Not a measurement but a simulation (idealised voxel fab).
This is a process module. Its name is voxel spacer lines.
In the cross-section labelled cut, the width is 160 nm and each square cell is 5 nm.
A cross-section in this document is a grid of square cells, and it is written down as bands, the top band listed before the ones below it; a band is made up of one or more rows of cells. Per band: top height and bottom height in nm, followed by the left-to-right materials and their widths in nm; "full width" marks a single material spanning edge to edge, "empty" marks empty space. Heights are reckoned from 0. Under this level, the received wafer is all of one material. The bottommost band is open-ended downward, for example "from 0 down". Read "30->40" as a graded width: first number on top, second number at the bottom, same change between each pair of neighbouring rows. It should be understood that the words "nothing got changed", when stated for a given step, signify that the cross-section underwent no change in any of its cells during that step. Listed in "Closed cavity list": every empty space of 8 or more cells without an open way to the top. Form: width x height at distance, the distance being from the left edge, all in nm. On a step's line, text after the settings is the simulator commenting on that step. What "overlay nm" on a step's line means: if the step has a mask, that mask lay this far to the right of its planned place, or, when the value is negative, to the left.

### Intended process steps
step 1: RECEIVE,material Si
step 2: CONFORMAL_DEP,material Al2O3,thk nm 5
step 3: DIRECTIONAL_DEP,material polySi,thk nm 20
step 4: DIRECTIONAL_DEP,material aC,thk nm 20
step 5: PATTERN,tone cover,mask id MANDREL,material resist,width nm 25,pitch nm 80,thk nm 30,overlay nm 0
step 6: DIRECTIONAL_ETCH,etch materials aC,depth nm 20
step 7: STRIP,etch materials resist
step 8: CONFORMAL_DEP,material SiN,thk nm 15
step 9: DIRECTIONAL_ETCH,etch materials SiN,depth nm 15
step 10: STRIP,etch materials aC
step 11: DIRECTIONAL_ETCH,etch materials polySi,depth nm 20
step 12: STRIP,etch materials SiN

### So, the first of our two wafers, run just as we planned it

### Cross-sectional view of the wafer in its as-received condition, corresponding to the state after step 1
	from 0 down  Si full width
	Closed cavity list: none

### Wafer section view after processing step 2
	from 5 to 0  Al2O3 full width
	Everything below 0 is unchanged.

### Wafer section view after processing step 3
	from 25 to 5  polySi full width
	Everything below 5 is unchanged.

### Wafer section view after processing step 4
	from 45 to 25  aC full width
	Everything below 25 is unchanged.

### Wafer section view after processing step 5
	from 75 to 45  empty: 25 / resist: 25 / empty: 55 / resist: 25 / empty: 30
	Everything below 45 is unchanged.

### Wafer section view after processing step 6
	from 55 to 45  empty: 25 / resist: 25 / empty: 55 / resist: 25 / empty: 30
	from 45 to 25  empty: 25 / aC: 25 / empty: 55 / aC: 25 / empty: 30
	Everything below 25 is unchanged.

### Wafer section view after processing step 7
	from 45 to 25  empty: 25 / aC: 25 / empty: 55 / aC: 25 / empty: 30
	Everything below 25 is unchanged.

### Wafer section view after processing step 8
	from 60 to 45  empty: 10 / SiN: 55 / empty: 25 / SiN: 55 / empty: 15
	from 45 to 40  empty: 10 / SiN: 15 / aC: 25 / SiN: 15 / empty: 25 / SiN: 15 / aC: 25 / SiN: 15 / empty: 15
	from 40 to 25  SiN: 25 / aC: 25 / SiN: 55 / aC: 25 / SiN: 30
	Everything below 25 is unchanged.

### Wafer section view after processing step 9
	from 45 to 25  empty: 10 / SiN: 15 / aC: 25 / SiN: 15 / empty: 25 / SiN: 15 / aC: 25 / SiN: 15 / empty: 15
	Everything below 25 is unchanged.

### Wafer section view after processing step 10
	from 45 to 25  empty: 10 / SiN: 15 / empty: 25 / SiN: 15 / empty: 25 / SiN: 15 / empty: 25 / SiN: 15 / empty: 15
	Everything below 25 is unchanged.

### Wafer section view after processing step 11
	from 45 to 25  empty: 10 / SiN: 15 / empty: 25 / SiN: 15 / empty: 25 / SiN: 15 / empty: 25 / SiN: 15 / empty: 15
	from 25 to 5  empty: 10 / polySi: 15 / empty: 25 / polySi: 15 / empty: 25 / polySi: 15 / empty: 25 / polySi: 15 / empty: 15
	Everything below 5 is unchanged.

### Wafer section view after processing step 12
	from 25 to 5  empty: 10 / polySi: 15 / empty: 25 / polySi: 15 / empty: 25 / polySi: 15 / empty: 25 / polySi: 15 / empty: 15
	Everything below 5 is unchanged.

### For the second wafer, take the first wafer's start and plan, then add one mistake made in running it; everything through step 2, that step included, is shared with the first

### Second wafer shown in cross-section at the time step 3 was slated to end
	from 45 to 5  polySi full width
	Everything below 5 is unchanged.

### Second wafer shown in cross-section at the time step 4 was slated to end
	from 65 to 45  aC full width
	Everything below 45 is unchanged.

### Second wafer shown in cross-section at the time step 5 was slated to end
	from 95 to 65  empty: 25 / resist: 25 / empty: 55 / resist: 25 / empty: 30
	Everything below 65 is unchanged.

### Second wafer shown in cross-section at the time step 6 was slated to end
	from 75 to 65  empty: 25 / resist: 25 / empty: 55 / resist: 25 / empty: 30
	from 65 to 45  empty: 25 / aC: 25 / empty: 55 / aC: 25 / empty: 30
	Everything below 45 is unchanged.

### Second wafer shown in cross-section at the time step 7 was slated to end
	from 65 to 45  empty: 25 / aC: 25 / empty: 55 / aC: 25 / empty: 30
	Everything below 45 is unchanged.

### Second wafer shown in cross-section at the time step 8 was slated to end
	from 80 to 65  empty: 10 / SiN: 55 / empty: 25 / SiN: 55 / empty: 15
	from 65 to 60  empty: 10 / SiN: 15 / aC: 25 / SiN: 15 / empty: 25 / SiN: 15 / aC: 25 / SiN: 15 / empty: 15
	from 60 to 45  SiN: 25 / aC: 25 / SiN: 55 / aC: 25 / SiN: 30
	Everything below 45 is unchanged.

### Second wafer shown in cross-section at the time step 9 was slated to end
	from 65 to 45  empty: 10 / SiN: 15 / aC: 25 / SiN: 15 / empty: 25 / SiN: 15 / aC: 25 / SiN: 15 / empty: 15
	Everything below 45 is unchanged.

### Second wafer shown in cross-section at the time step 10 was slated to end
	from 65 to 45  empty: 10 / SiN: 15 / empty: 25 / SiN: 15 / empty: 25 / SiN: 15 / empty: 25 / SiN: 15 / empty: 15
	Everything below 45 is unchanged.

### Second wafer shown in cross-section at the time step 11 was slated to end
	from 65 to 45  empty: 10 / SiN: 15 / empty: 25 / SiN: 15 / empty: 25 / SiN: 15 / empty: 25 / SiN: 15 / empty: 15
	from 45 to 25  empty: 10 / polySi: 15 / empty: 25 / polySi: 15 / empty: 25 / polySi: 15 / empty: 25 / polySi: 15 / empty: 15
	Everything below 25 is unchanged.

### Second wafer shown in cross-section at the time step 12 was slated to end
	from 45 to 25  empty: 10 / polySi: 15 / empty: 25 / polySi: 15 / empty: 25 / polySi: 15 / empty: 25 / polySi: 15 / empty: 15
	Everything below 25 is unchanged.
Against the plan, the run slipped here: it should be noted that step 3 of the plan was executed twice
Final cells, second wafer relative to first, materials higher or lower: 128 more of polySi
